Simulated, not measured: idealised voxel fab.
process module | voxel spacer lines
cross-section cut | 295 nm wide | cells 5 nm
A cross-section is a grid of square cells, given in bands from the top down. A band is one or more rows of cells.
Each band's line starts with the height of the band's top and of its bottom, in nm. Then come its materials from left to right, each with its width in nm. One material with "throughout" fills the band from edge to edge. "air" is empty space.
Height 0 is the level under which the wafer as received is all one material. The lowest band goes on downwards, as in "0 down".
A width such as "30 to 40" changes by the same amount from each row of cells to the next, from the band's top row to its bottom row.
"no change" after a step means that no cell of the cross-section changed.
closed voids: empty space of 8 cells or more with no open way to the top, each as width x height at its distance from the left edge, in nm
after a step's settings: what the simulator itself notes on the step
overlay nm, on a step with a mask: how far to the right of its planned place the mask lay; to the left if negative
plan
1 op RECEIVE | material Si
2 op CONFORMAL_DEP | material Al2O3 | thk nm 5
3 op DIRECTIONAL_DEP | material SiN | thk nm 15
4 op DIRECTIONAL_DEP | material aC | thk nm 20
5 op PATTERN | tone cover | mask id MANDREL | material resist | width nm 15 | pitch nm 60 | thk nm 25 | overlay nm 0
6 op DIRECTIONAL_ETCH | etch materials aC | depth nm 20
7 op STRIP | etch materials resist
8 op CONFORMAL_DEP | material SiO2 | thk nm 15
9 op DIRECTIONAL_ETCH | etch materials SiO2 | depth nm 15
10 op STRIP | etch materials aC
11 op DIRECTIONAL_ETCH | etch materials SiN | depth nm 15
12 op STRIP | etch materials SiO2
13 op FILL_DEP | material SiO2 | thk nm 10
14 op CMP | height nm 20
first wafer, as planned
as received, after step 1
  0 down: Si throughout
  closed voids: none
after step 2
  5 to 0: Al2O3 throughout
  below 0: unchanged
after step 3
  20 to 5: SiN throughout
  below 5: unchanged
after step 4
  40 to 20: aC throughout
  below 20: unchanged
after step 5
  65 to 40: air 110 | resist 15 | air 45 | resist 15 | air 110
  below 40: unchanged
after step 6
  45 to 40: air 110 | resist 15 | air 45 | resist 15 | air 110
  40 to 20: air 110 | aC 15 | air 45 | aC 15 | air 110
  below 20: unchanged
after step 7
  40 to 20: air 110 | aC 15 | air 45 | aC 15 | air 110
  below 20: unchanged
after step 8
  55 to 40: air 95 | SiO2 45 | air 15 | SiO2 45 | air 95
  40 to 35: air 95 | SiO2 15 | aC 15 | SiO2 15 | air 15 | SiO2 15 | aC 15 | SiO2 15 | air 95
  35 to 20: SiO2 110 | aC 15 | SiO2 45 | aC 15 | SiO2 110
  below 20: unchanged
after step 9
  40 to 20: air 95 | SiO2 15 | aC 15 | SiO2 15 | air 15 | SiO2 15 | aC 15 | SiO2 15 | air 95
  below 20: unchanged
after step 10
  40 to 20: air 95 | SiO2 15 | air 15 | SiO2 15 | air 15 | SiO2 15 | air 15 | SiO2 15 | air 95
  below 20: unchanged
after step 11
  40 to 20: air 95 | SiO2 15 | air 15 | SiO2 15 | air 15 | SiO2 15 | air 15 | SiO2 15 | air 95
  20 to 5: air 95 | SiN 15 | air 15 | SiN 15 | air 15 | SiN 15 | air 15 | SiN 15 | air 95
  below 5: unchanged
after step 12
  20 to 5: air 95 | SiN 15 | air 15 | SiN 15 | air 15 | SiN 15 | air 15 | SiN 15 | air 95
  below 5: unchanged
after step 13
  30 to 20: SiO2 throughout
  20 to 5: SiO2 95 | SiN 15 | SiO2 15 | SiN 15 | SiO2 15 | SiN 15 | SiO2 15 | SiN 15 | SiO2 95
  below 5: unchanged
after step 14
  20 to 5: SiO2 95 | SiN 15 | SiO2 15 | SiN 15 | SiO2 15 | SiN 15 | SiO2 15 | SiN 15 | SiO2 95
  below 5: unchanged
second wafer: like start, like plan, one mistake. Through step 2 it matches the first wafer
when step 3 should have ended
  15 to 5: SiN throughout
  below 5: unchanged
when step 4 should have ended
  35 to 15: aC throughout
  below 15: unchanged
when step 5 should have ended
  60 to 35: air 110 | resist 15 | air 45 | resist 15 | air 110
  below 35: unchanged
when step 6 should have ended
  40 to 35: air 110 | resist 15 | air 45 | resist 15 | air 110
  35 to 15: air 110 | aC 15 | air 45 | aC 15 | air 110
  below 15: unchanged
when step 7 should have ended
  35 to 15: air 110 | aC 15 | air 45 | aC 15 | air 110
  below 15: unchanged
when step 8 should have ended
  50 to 35: air 95 | SiO2 45 | air 15 | SiO2 45 | air 95
  35 to 30: air 95 | SiO2 15 | aC 15 | SiO2 15 | air 15 | SiO2 15 | aC 15 | SiO2 15 | air 95
  30 to 15: SiO2 110 | aC 15 | SiO2 45 | aC 15 | SiO2 110
  below 15: unchanged
when step 9 should have ended
  35 to 15: air 95 | SiO2 15 | aC 15 | SiO2 15 | air 15 | SiO2 15 | aC 15 | SiO2 15 | air 95
  below 15: unchanged
when step 10 should have ended
  35 to 15: air 95 | SiO2 15 | air 15 | SiO2 15 | air 15 | SiO2 15 | air 15 | SiO2 15 | air 95
  below 15: unchanged
when step 11 should have ended
  35 to 15: air 95 | SiO2 15 | air 15 | SiO2 15 | air 15 | SiO2 15 | air 15 | SiO2 15 | air 95
  15 to 5: air 95 | SiN 15 | air 15 | SiN 15 | air 15 | SiN 15 | air 15 | SiN 15 | air 95
  below 5: unchanged
when step 12 should have ended
  15 to 5: air 95 | SiN 15 | air 15 | SiN 15 | air 15 | SiN 15 | air 15 | SiN 15 | air 95
  below 5: unchanged
when step 13 should have ended
  25 to 15: SiO2 throughout
  15 to 5: SiO2 95 | SiN 15 | SiO2 15 | SiN 15 | SiO2 15 | SiN 15 | SiO2 15 | SiN 15 | SiO2 95
  below 5: unchanged
when step 14 should have ended
  20 to 15: SiO2 throughout
  below 15: unchanged
what went wrong: step 3 ran as: op DIRECTIONAL_DEP | material SiN | thk nm 10
at the end the second wafer has, in cells: 12 fewer of SiN | 12 more of SiO2
